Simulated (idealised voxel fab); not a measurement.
voxel self aligned vias: a process module
Square cell edge 5 nm, section width 235 nm, ID cut.
When this document writes out a cross-section, it uses a grid of square cells and lists it as bands, beginning at the top and moving down, with a band standing for one or more rows of cells. Heights first: top, then bottom, in nm. Then materials, left to right, each with a width in nm. "all across" on a single material: fills the band edge to edge. "air": empty space. Heights are expressed relative to 0, this being the level below which the as-received wafer comprises one material exclusively. The lowest band is unbounded in the downward direction and is denoted as in "0 nm and below". The notation "30..40" denotes a width that varies across the rows of cells in the band, beginning at the first number in the top row, finishing at the second number in the bottom row, and changing by an identical amount from each row to the next. "nothing changed" after a step means that no cell of the cross-section changed. The entry titled "Enclosed void inventory" provides the empty spaces that have no open way to the top, restricted to those of 8 cells or more. Each is presented as width x height at distance, the distance being measured from the left edge, with all three in nm. It should be noted that, on the line of a given step, the content following the step's settings is a remark produced by the simulator itself with respect to that step. "overlay nm" answers the question of how far to the right of plan the mask lay on a step that has a mask, and when it is negative the answer is to the left.

-- These are the steps we planned for the process
- 1: RECEIVE: material Si
- 2: CONFORMAL_DEP: material SiO2, thk nm 10
- 3: CONFORMAL_DEP: material SiCN, thk nm 5
- 4: DIRECTIONAL_DEP: material SiO2, thk nm 20
- 5: PATTERN: tone open, mask id LINES, material resist, width nm 30, pitch nm 70, thk nm 20, overlay nm 0
- 6: DIRECTIONAL_ETCH: etch materials SiO2, depth nm 20
- 7: STRIP: etch materials resist
- 8: CONFORMAL_DEP: material TiN, thk nm 5
- 9: FILL_DEP: material Ru, thk nm 5
- 10: CMP: height nm 35
- 11: SELECTIVE_ETCH: etch materials W Ru TiN, depth nm 10
- 12: FILL_DEP: material SiN, thk nm 5
- 13: CMP: height nm 35
- 14: DIRECTIONAL_DEP: material SiO2, thk nm 15
- 15: DIRECTIONAL_DEP: material aC, thk nm 15
- 16: PATTERN: tone open, mask id VIAS, material resist, width nm 50, pitch nm 70, thk nm 35, overlay nm 0
- 17: DIRECTIONAL_ETCH: etch materials aC, depth nm 15
- 18: STRIP: etch materials resist
- 19: DIRECTIONAL_ETCH: etch materials SiO2, depth nm 15
- 20: DIRECTIONAL_ETCH: etch materials SiN, depth nm 10
- 21: STRIP: etch materials aC
- 22: CONFORMAL_DEP: material TiN, thk nm 5
- 23: FILL_DEP: material W, thk nm 5
- 24: CMP: height nm 50
- 25: CONFORMAL_DEP: material SiCN, thk nm 5

-- Concerning the first of two wafers, which was run in accordance with the plan

-- Incoming wafer in cross-section (state: after step 1)
	0 nm and below  Si all across
	Enclosed void inventory: none

-- You're looking at a cross-section of the wafer after step 2
	10 nm to 0 nm  SiO2 all across
	Under the height 0 nothing was changed.

-- You're looking at a cross-section of the wafer after step 3
	15 nm to 10 nm  SiCN all across
	Under the height 10 nothing was changed.

-- You're looking at a cross-section of the wafer after step 4
	35 nm to 15 nm  SiO2 all across
	Under the height 15 nothing was changed.

-- You're looking at a cross-section of the wafer after step 5
	55 nm to 35 nm  resist: 30 / air: 30 / resist: 40 / air: 30 / resist: 40 / air: 30 / resist: 35
	Under the height 35 nothing was changed.

-- You're looking at a cross-section of the wafer after step 6
	55 nm to 35 nm  resist: 30 / air: 30 / resist: 40 / air: 30 / resist: 40 / air: 30 / resist: 35
	35 nm to 15 nm  SiO2: 30 / air: 30 / SiO2: 40 / air: 30 / SiO2: 40 / air: 30 / SiO2: 35
	Under the height 15 nothing was changed.

-- You're looking at a cross-section of the wafer after step 7
	35 nm to 15 nm  SiO2: 30 / air: 30 / SiO2: 40 / air: 30 / SiO2: 40 / air: 30 / SiO2: 35
	Under the height 15 nothing was changed.

-- You're looking at a cross-section of the wafer after step 8
	40 nm to 35 nm  TiN: 35 / air: 20 / TiN: 50 / air: 20 / TiN: 50 / air: 20 / TiN: 40
	35 nm to 20 nm  SiO2: 30 / TiN: 5 / air: 20 / TiN: 5 / SiO2: 40 / TiN: 5 / air: 20 / TiN: 5 / SiO2: 40 / TiN: 5 / air: 20 / TiN: 5 / SiO2: 35
	20 nm to 15 nm  SiO2: 30 / TiN: 30 / SiO2: 40 / TiN: 30 / SiO2: 40 / TiN: 30 / SiO2: 35
	Under the height 15 nothing was changed.

-- You're looking at a cross-section of the wafer after step 9
	45 nm to 40 nm  Ru all across
	40 nm to 35 nm  TiN: 35 / Ru: 20 / TiN: 50 / Ru: 20 / TiN: 50 / Ru: 20 / TiN: 40
	35 nm to 20 nm  SiO2: 30 / TiN: 5 / Ru: 20 / TiN: 5 / SiO2: 40 / TiN: 5 / Ru: 20 / TiN: 5 / SiO2: 40 / TiN: 5 / Ru: 20 / TiN: 5 / SiO2: 35
	Under the height 20 nothing was changed.

-- You're looking at a cross-section of the wafer after step 10
	35 nm to 20 nm  SiO2: 30 / TiN: 5 / Ru: 20 / TiN: 5 / SiO2: 40 / TiN: 5 / Ru: 20 / TiN: 5 / SiO2: 40 / TiN: 5 / Ru: 20 / TiN: 5 / SiO2: 35
	Under the height 20 nothing was changed.

-- You're looking at a cross-section of the wafer after step 11
	35 nm to 25 nm  SiO2: 30 / air: 30 / SiO2: 40 / air: 30 / SiO2: 40 / air: 30 / SiO2: 35
	Under the height 25 nothing was changed.

-- You're looking at a cross-section of the wafer after step 12
	40 nm to 35 nm  SiN all across
	35 nm to 25 nm  SiO2: 30 / SiN: 30 / SiO2: 40 / SiN: 30 / SiO2: 40 / SiN: 30 / SiO2: 35
	Under the height 25 nothing was changed.

-- You're looking at a cross-section of the wafer after step 13
	35 nm to 25 nm  SiO2: 30 / SiN: 30 / SiO2: 40 / SiN: 30 / SiO2: 40 / SiN: 30 / SiO2: 35
	Under the height 25 nothing was changed.

-- You're looking at a cross-section of the wafer after step 14
	50 nm to 35 nm  SiO2 all across
	Under the height 35 nothing was changed.

-- You're looking at a cross-section of the wafer after step 15
	65 nm to 50 nm  aC all across
	Under the height 50 nothing was changed.

-- You're looking at a cross-section of the wafer after step 16
	100 nm to 65 nm  resist: 20 / air: 50 / resist: 20 / air: 50 / resist: 20 / air: 50 / resist: 25
	Under the height 65 nothing was changed.

-- You're looking at a cross-section of the wafer after step 17
	85 nm to 65 nm  resist: 20 / air: 50 / resist: 20 / air: 50 / resist: 20 / air: 50 / resist: 25
	65 nm to 50 nm  aC: 20 / air: 50 / aC: 20 / air: 50 / aC: 20 / air: 50 / aC: 25
	Under the height 50 nothing was changed.

-- You're looking at a cross-section of the wafer after step 18
	65 nm to 50 nm  aC: 20 / air: 50 / aC: 20 / air: 50 / aC: 20 / air: 50 / aC: 25
	Under the height 50 nothing was changed.

-- You're looking at a cross-section of the wafer after step 19
	65 nm to 50 nm  aC: 20 / air: 50 / aC: 20 / air: 50 / aC: 20 / air: 50 / aC: 25
	50 nm to 35 nm  SiO2: 20 / air: 50 / SiO2: 20 / air: 50 / SiO2: 20 / air: 50 / SiO2: 25
	Under the height 35 nothing was changed.

-- You're looking at a cross-section of the wafer after step 20
	65 nm to 50 nm  aC: 20 / air: 50 / aC: 20 / air: 50 / aC: 20 / air: 50 / aC: 25
	50 nm to 35 nm  SiO2: 20 / air: 50 / SiO2: 20 / air: 50 / SiO2: 20 / air: 50 / SiO2: 25
	35 nm to 25 nm  SiO2: 30 / air: 30 / SiO2: 40 / air: 30 / SiO2: 40 / air: 30 / SiO2: 35
	Under the height 25 nothing was changed.

-- You're looking at a cross-section of the wafer after step 21
	50 nm to 35 nm  SiO2: 20 / air: 50 / SiO2: 20 / air: 50 / SiO2: 20 / air: 50 / SiO2: 25
	Under the height 35 nothing was changed.

-- You're looking at a cross-section of the wafer after step 22
	55 nm to 50 nm  TiN: 25 / air: 40 / TiN: 30 / air: 40 / TiN: 30 / air: 40 / TiN: 30
	50 nm to 40 nm  SiO2: 20 / TiN: 5 / air: 40 / TiN: 5 / SiO2: 20 / TiN: 5 / air: 40 / TiN: 5 / SiO2: 20 / TiN: 5 / air: 40 / TiN: 5 / SiO2: 25
	40 nm to 30 nm  SiO2: 20..30 / TiN: 15..5 / air: 20 / TiN: 15..5 / SiO2: 20..40 / TiN: 15..5 / air: 20 / TiN: 15..5 / SiO2: 20..40 / TiN: 15..5 / air: 20 / TiN: 15..5 / SiO2: 25..35
	30 nm to 25 nm  SiO2: 30 / TiN: 30 / SiO2: 40 / TiN: 30 / SiO2: 40 / TiN: 30 / SiO2: 35
	Under the height 25 nothing was changed.

-- You're looking at a cross-section of the wafer after step 23
	60 nm to 55 nm  W all across
	55 nm to 50 nm  TiN: 25 / W: 40 / TiN: 30 / W: 40 / TiN: 30 / W: 40 / TiN: 30
	50 nm to 40 nm  SiO2: 20 / TiN: 5 / W: 40 / TiN: 5 / SiO2: 20 / TiN: 5 / W: 40 / TiN: 5 / SiO2: 20 / TiN: 5 / W: 40 / TiN: 5 / SiO2: 25
	40 nm to 30 nm  SiO2: 20..30 / TiN: 15..5 / W: 20 / TiN: 15..5 / SiO2: 20..40 / TiN: 15..5 / W: 20 / TiN: 15..5 / SiO2: 20..40 / TiN: 15..5 / W: 20 / TiN: 15..5 / SiO2: 25..35
	Under the height 30 nothing was changed.

-- You're looking at a cross-section of the wafer after step 24
	50 nm to 40 nm  SiO2: 20 / TiN: 5 / W: 40 / TiN: 5 / SiO2: 20 / TiN: 5 / W: 40 / TiN: 5 / SiO2: 20 / TiN: 5 / W: 40 / TiN: 5 / SiO2: 25
	Under the height 40 nothing was changed.

-- You're looking at a cross-section of the wafer after step 25
	55 nm to 50 nm  SiCN all across
	Under the height 50 nothing was changed.

-- The second wafer began exactly as the first did and followed the same plan, but one mistake was made while running it; through step 2 inclusive, the two wafers are identical

-- Second wafer cross-section, taken as of the time the plan sets for step 3 to be done
	30 nm to 0 nm  SiO2 all across
	Under the height 0 nothing was changed.

-- Second wafer cross-section, taken as of the time the plan sets for step 4 to be done
	35 nm to 30 nm  SiCN all across
	Under the height 30 nothing was changed.

-- Second wafer cross-section, taken as of the time the plan sets for step 5 to be done
	55 nm to 35 nm  resist: 30 / air: 30 / resist: 40 / air: 30 / resist: 40 / air: 30 / resist: 35
	Under the height 35 nothing was changed.

Second wafer cross-section, taken as of the time the plan sets for step 6 to be done: nothing changed

-- Second wafer cross-section, taken as of the time the plan sets for step 7 to be done
	35 nm to 30 nm  SiCN all across
	Under the height 30 nothing was changed.

-- Second wafer cross-section, taken as of the time the plan sets for step 8 to be done
	40 nm to 35 nm  TiN all across
	Under the height 35 nothing was changed.

-- Second wafer cross-section, taken as of the time the plan sets for step 9 to be done
	45 nm to 40 nm  Ru all across
	Under the height 40 nothing was changed.

-- Second wafer cross-section, taken as of the time the plan sets for step 10 to be done
	35 nm to 30 nm  SiCN all across
	Under the height 30 nothing was changed.

Second wafer cross-section, taken as of the time the plan sets for step 11 to be done: nothing changed

-- Second wafer cross-section, taken as of the time the plan sets for step 12 to be done
	40 nm to 35 nm  SiN all across
	Under the height 35 nothing was changed.

-- Second wafer cross-section, taken as of the time the plan sets for step 13 to be done
	35 nm to 30 nm  SiCN all across
	Under the height 30 nothing was changed.

-- Second wafer cross-section, taken as of the time the plan sets for step 14 to be done
	50 nm to 35 nm  SiO2 all across
	Under the height 35 nothing was changed.

-- Second wafer cross-section, taken as of the time the plan sets for step 15 to be done
	65 nm to 50 nm  aC all across
	Under the height 50 nothing was changed.

-- Second wafer cross-section, taken as of the time the plan sets for step 16 to be done
	100 nm to 65 nm  resist: 20 / air: 50 / resist: 20 / air: 50 / resist: 20 / air: 50 / resist: 25
	Under the height 65 nothing was changed.

-- Second wafer cross-section, taken as of the time the plan sets for step 17 to be done
	85 nm to 65 nm  resist: 20 / air: 50 / resist: 20 / air: 50 / resist: 20 / air: 50 / resist: 25
	65 nm to 50 nm  aC: 20 / air: 50 / aC: 20 / air: 50 / aC: 20 / air: 50 / aC: 25
	Under the height 50 nothing was changed.

-- Second wafer cross-section, taken as of the time the plan sets for step 18 to be done
	65 nm to 50 nm  aC: 20 / air: 50 / aC: 20 / air: 50 / aC: 20 / air: 50 / aC: 25
	Under the height 50 nothing was changed.

-- Second wafer cross-section, taken as of the time the plan sets for step 19 to be done
	65 nm to 50 nm  aC: 20 / air: 50 / aC: 20 / air: 50 / aC: 20 / air: 50 / aC: 25
	50 nm to 35 nm  SiO2: 20 / air: 50 / SiO2: 20 / air: 50 / SiO2: 20 / air: 50 / SiO2: 25
	Under the height 35 nothing was changed.

Second wafer cross-section, taken as of the time the plan sets for step 20 to be done: nothing changed

-- Second wafer cross-section, taken as of the time the plan sets for step 21 to be done
	50 nm to 35 nm  SiO2: 20 / air: 50 / SiO2: 20 / air: 50 / SiO2: 20 / air: 50 / SiO2: 25
	Under the height 35 nothing was changed.

-- Second wafer cross-section, taken as of the time the plan sets for step 22 to be done
	55 nm to 50 nm  TiN: 25 / air: 40 / TiN: 30 / air: 40 / TiN: 30 / air: 40 / TiN: 30
	50 nm to 40 nm  SiO2: 20 / TiN: 5 / air: 40 / TiN: 5 / SiO2: 20 / TiN: 5 / air: 40 / TiN: 5 / SiO2: 20 / TiN: 5 / air: 40 / TiN: 5 / SiO2: 25
	40 nm to 35 nm  SiO2: 20 / TiN: 50 / SiO2: 20 / TiN: 50 / SiO2: 20 / TiN: 50 / SiO2: 25
	Under the height 35 nothing was changed.

-- Second wafer cross-section, taken as of the time the plan sets for step 23 to be done
	60 nm to 55 nm  W all across
	55 nm to 50 nm  TiN: 25 / W: 40 / TiN: 30 / W: 40 / TiN: 30 / W: 40 / TiN: 30
	50 nm to 40 nm  SiO2: 20 / TiN: 5 / W: 40 / TiN: 5 / SiO2: 20 / TiN: 5 / W: 40 / TiN: 5 / SiO2: 20 / TiN: 5 / W: 40 / TiN: 5 / SiO2: 25
	Under the height 40 nothing was changed.

-- Second wafer cross-section, taken as of the time the plan sets for step 24 to be done
	50 nm to 40 nm  SiO2: 20 / TiN: 5 / W: 40 / TiN: 5 / SiO2: 20 / TiN: 5 / W: 40 / TiN: 5 / SiO2: 20 / TiN: 5 / W: 40 / TiN: 5 / SiO2: 25
	Under the height 40 nothing was changed.

-- Second wafer cross-section, taken as of the time the plan sets for step 25 to be done
	55 nm to 50 nm  SiCN all across
	Under the height 50 nothing was changed.
So what did we get wrong on this run? transposition of steps 3 and 4 relative to the planned sequence
Wrapping up, a cell-based count of both wafers puts the second over or under the first for these materials: 12 fewer of Ru; 72 more of SiO2; 36 fewer of TiN; 24 fewer of W
